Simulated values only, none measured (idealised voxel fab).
Process module under the name voxel gate over fins
Pictured: cross-section cut, 145 nm wide, on a grid of 5 nm square cells.
Reading order for cross-sections: top band down to bottom band. Underlying form: a grid of square cells. Band size: one or more rows of cells.
Top, bottom (nm), then materials left to right with widths (nm); lone material tagged "throughout" fills the whole band edge to edge; "empty" = empty space.
Where do heights start? At 0: under that level the wafer as delivered is made of one material only. And the lowest band has no floor; it just carries on downward, as in "0 and below".
A width such as "30 to 40" changes by the same amount from each row of cells to the next, from the band's top row to its bottom row.
A step reported as "nothing was modified" is a step in which no cell of the cross-section changed.
Basically, "Trapped cavities" tells you about the enclosed voids: empty spaces with no open way to the top, 8 cells or bigger, each written width x height at distance, where distance is from the left edge, all in nm.
It should be noted that, on the line of a given step, the content following the step's settings is a remark produced by the simulator itself with respect to that step.
"overlay nm" answers the question of how far to the right of plan the mask lay on a step that has a mask, and when it is negative the answer is to the left.

These are the steps we planned for the process
1 RECEIVE (material Si)
2 CONFORMAL_DEP (material SiN; thk nm 10)
3 PATTERN (tone cover; mask id FINS; material resist; width nm 15; pitch nm 35; thk nm 15; overlay nm 0)
4 DIRECTIONAL_ETCH (etch materials SiN; depth nm 10)
5 DIRECTIONAL_ETCH (etch materials Si; depth nm 40)
6 STRIP (etch materials resist)
7 FILL_DEP (material SiO2; thk nm 5)
8 CMP (height nm 10)
9 SELECTIVE_ETCH (etch materials SiO2; depth nm 25)
10 STRIP (etch materials SiN)
11 CONFORMAL_DEP (material HfO2; thk nm 5)
12 CONFORMAL_DEP (material TiN; thk nm 5)
13 CONFORMAL_DEP (material TiAl; thk nm 5)
14 CONFORMAL_DEP (material TiN; thk nm 5)
15 FILL_DEP (material W; thk nm 10)
16 CMP (height nm 25)
17 CONFORMAL_DEP (material SiCN; thk nm 5)

The cross-section here shows the wafer as received, i.e. in its state after step 1
  0 and below = Si throughout
  Trapped cavities: none

Cross-sectional result after module completion. Note: starting condition and plan are unchanged from above; one processing mistake was made
  30 down to 25 = SiCN throughout
  25 down to 20 = W throughout
  20 down to 15 = W: 25 / TiN: 90 / W: 30
  15 down to 10 = W: 25 / TiN: 5 / TiAl: 80 / TiN: 5 / W: 30
  10 down to 5 = W: 25 / TiN: 5 / TiAl: 5 / TiN: 70 / TiAl: 5 / TiN: 5 / W: 30
  5 down to 0 = TiN: 30 / TiAl: 5 / TiN: 5 / HfO2: 25 / TiN: 10 / HfO2: 25 / TiN: 5 / TiAl: 5 / TiN: 35
  0 down to -5 = TiAl: 35 / TiN: 5 / HfO2: 5 / Si: 15 / HfO2: 5 / TiN: 10 / HfO2: 5 / Si: 15 / HfO2: 5 / TiN: 5 / TiAl: 40
  -5 down to -10 = TiN: 30 / TiAl: 5 / TiN: 5 / HfO2: 5 / Si: 15 / HfO2: 5 / TiN: 10 / HfO2: 5 / Si: 15 / HfO2: 5 / TiN: 5 / TiAl: 5 / TiN: 35
  -10 down to -15 = HfO2: 25 / TiN: 5 / TiAl: 5 / TiN: 5 / HfO2: 5 / Si: 15 / HfO2: 5 / TiN: 10 / HfO2: 5 / Si: 15 / HfO2: 5 / TiN: 5 / TiAl: 5 / TiN: 5 / HfO2: 30
  -15 down to -20 = SiO2: 20 / HfO2: 5 / TiN: 15 / HfO2: 5 / Si: 15 / HfO2: 5 / TiN: 10 / HfO2: 5 / Si: 15 / HfO2: 5 / TiN: 15 / HfO2: 5 / SiO2: 25
  -20 down to -25 = SiO2: 20 / HfO2: 25 / Si: 15 / HfO2: 20 / Si: 15 / HfO2: 25 / SiO2: 25
  -25 down to -40 = SiO2: 45 / Si: 15 / SiO2: 20 / Si: 15 / SiO2: 50
  -40 and below = Si throughout
  Trapped cavities: none
Deviation from plan: plan steps 9 and 10 run swapped
